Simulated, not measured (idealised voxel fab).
process module | voxel spacer lines
cross-section cut | 280 nm wide | cells 5 nm
A cross-section is a grid of square cells, given in bands from the top down. A band is one or more rows of cells.
Each band's line starts with the height of the band's top and of its bottom, in nm. Then come its materials from left to right, each with its width in nm. One material with "throughout" fills the band from edge to edge. "air" is empty space.
Height 0 is the level under which the wafer as received is all one material. The lowest band goes on downwards, as in "0 down".
A width such as "30 to 40" changes by the same amount from each row of cells to the next, from the band's top row to its bottom row.
"no change" after a step means that no cell of the cross-section changed.
closed voids: empty space of 8 cells or more with no open way to the top, each as width x height at its distance from the left edge, in nm
after a step's settings: what the simulator itself notes on the step
overlay nm, on a step with a mask: how far to the right of its planned place the mask lay; to the left if negative
plan
1 op RECEIVE | material Si
2 op CONFORMAL_DEP | material Al2O3 | thk nm 5
3 op DIRECTIONAL_DEP | material SiN | thk nm 20
4 op DIRECTIONAL_DEP | material polySi | thk nm 25
5 op PATTERN | tone cover | mask id MANDREL | material resist | width nm 20 | pitch nm 60 | thk nm 30 | overlay nm 0
6 op DIRECTIONAL_ETCH | etch materials polySi | depth nm 25
7 op STRIP | etch materials resist
8 op CONFORMAL_DEP | material SiO2 | thk nm 10
9 op DIRECTIONAL_ETCH | etch materials SiO2 | depth nm 10
10 op STRIP | etch materials polySi
11 op DIRECTIONAL_ETCH | etch materials SiN | depth nm 20
12 op STRIP | etch materials SiO2
first wafer, as planned
as received, after step 1
  0 down: Si throughout
  closed voids: none
after step 2
  5 to 0: Al2O3 throughout
  below 0: unchanged
after step 3
  25 to 5: SiN throughout
  below 5: unchanged
after step 4
  50 to 25: polySi throughout
  below 25: unchanged
after step 5
  80 to 50: air 70 | resist 20 | air 40 | resist 20 | air 40 | resist 20 | air 70
  below 50: unchanged
after step 6
  80 to 50: air 70 | resist 20 | air 40 | resist 20 | air 40 | resist 20 | air 70
  50 to 25: air 70 | polySi 20 | air 40 | polySi 20 | air 40 | polySi 20 | air 70
  below 25: unchanged
after step 7
  50 to 25: air 70 | polySi 20 | air 40 | polySi 20 | air 40 | polySi 20 | air 70
  below 25: unchanged
after step 8
  60 to 50: air 60 | SiO2 40 | air 20 | SiO2 40 | air 20 | SiO2 40 | air 60
  50 to 35: air 60 | SiO2 10 | polySi 20 | SiO2 10 | air 20 | SiO2 10 | polySi 20 | SiO2 10 | air 20 | SiO2 10 | polySi 20 | SiO2 10 | air 60
  35 to 25: SiO2 70 | polySi 20 | SiO2 40 | polySi 20 | SiO2 40 | polySi 20 | SiO2 70
  below 25: unchanged
after step 9
  50 to 25: air 60 | SiO2 10 | polySi 20 | SiO2 10 | air 20 | SiO2 10 | polySi 20 | SiO2 10 | air 20 | SiO2 10 | polySi 20 | SiO2 10 | air 60
  below 25: unchanged
after step 10
  50 to 25: air 60 | SiO2 10 | air 20 | SiO2 10 | air 20 | SiO2 10 | air 20 | SiO2 10 | air 20 | SiO2 10 | air 20 | SiO2 10 | air 60
  below 25: unchanged
after step 11
  50 to 25: air 60 | SiO2 10 | air 20 | SiO2 10 | air 20 | SiO2 10 | air 20 | SiO2 10 | air 20 | SiO2 10 | air 20 | SiO2 10 | air 60
  25 to 5: air 60 | SiN 10 | air 20 | SiN 10 | air 20 | SiN 10 | air 20 | SiN 10 | air 20 | SiN 10 | air 20 | SiN 10 | air 60
  below 5: unchanged
after step 12
  25 to 5: air 60 | SiN 10 | air 20 | SiN 10 | air 20 | SiN 10 | air 20 | SiN 10 | air 20 | SiN 10 | air 20 | SiN 10 | air 60
  below 5: unchanged
second wafer: like start, like plan, one mistake. Through step 4 it matches the first wafer
when step 5 should have ended
  80 to 50: air 60 | resist 20 | air 40 | resist 20 | air 40 | resist 20 | air 80
  below 50: unchanged
when step 6 should have ended
  80 to 50: air 60 | resist 20 | air 40 | resist 20 | air 40 | resist 20 | air 80
  50 to 25: air 60 | polySi 20 | air 40 | polySi 20 | air 40 | polySi 20 | air 80
  below 25: unchanged
when step 7 should have ended
  50 to 25: air 60 | polySi 20 | air 40 | polySi 20 | air 40 | polySi 20 | air 80
  below 25: unchanged
when step 8 should have ended
  60 to 50: air 50 | SiO2 40 | air 20 | SiO2 40 | air 20 | SiO2 40 | air 70
  50 to 35: air 50 | SiO2 10 | polySi 20 | SiO2 10 | air 20 | SiO2 10 | polySi 20 | SiO2 10 | air 20 | SiO2 10 | polySi 20 | SiO2 10 | air 70
  35 to 25: SiO2 60 | polySi 20 | SiO2 40 | polySi 20 | SiO2 40 | polySi 20 | SiO2 80
  below 25: unchanged
when step 9 should have ended
  50 to 25: air 50 | SiO2 10 | polySi 20 | SiO2 10 | air 20 | SiO2 10 | polySi 20 | SiO2 10 | air 20 | SiO2 10 | polySi 20 | SiO2 10 | air 70
  below 25: unchanged
when step 10 should have ended
  50 to 25: air 50 | SiO2 10 | air 20 | SiO2 10 | air 20 | SiO2 10 | air 20 | SiO2 10 | air 20 | SiO2 10 | air 20 | SiO2 10 | air 70
  below 25: unchanged
when step 11 should have ended
  50 to 25: air 50 | SiO2 10 | air 20 | SiO2 10 | air 20 | SiO2 10 | air 20 | SiO2 10 | air 20 | SiO2 10 | air 20 | SiO2 10 | air 70
  25 to 5: air 50 | SiN 10 | air 20 | SiN 10 | air 20 | SiN 10 | air 20 | SiN 10 | air 20 | SiN 10 | air 20 | SiN 10 | air 70
  below 5: unchanged
when step 12 should have ended
  25 to 5: air 50 | SiN 10 | air 20 | SiN 10 | air 20 | SiN 10 | air 20 | SiN 10 | air 20 | SiN 10 | air 20 | SiN 10 | air 70
  below 5: unchanged
what went wrong: step 5 ran as: op PATTERN | tone cover | mask id MANDREL | material resist | width nm 20 | pitch nm 60 | thk nm 30 | overlay nm -10
at the end the second wafer has, in cells: as many of each material as the first, in other places
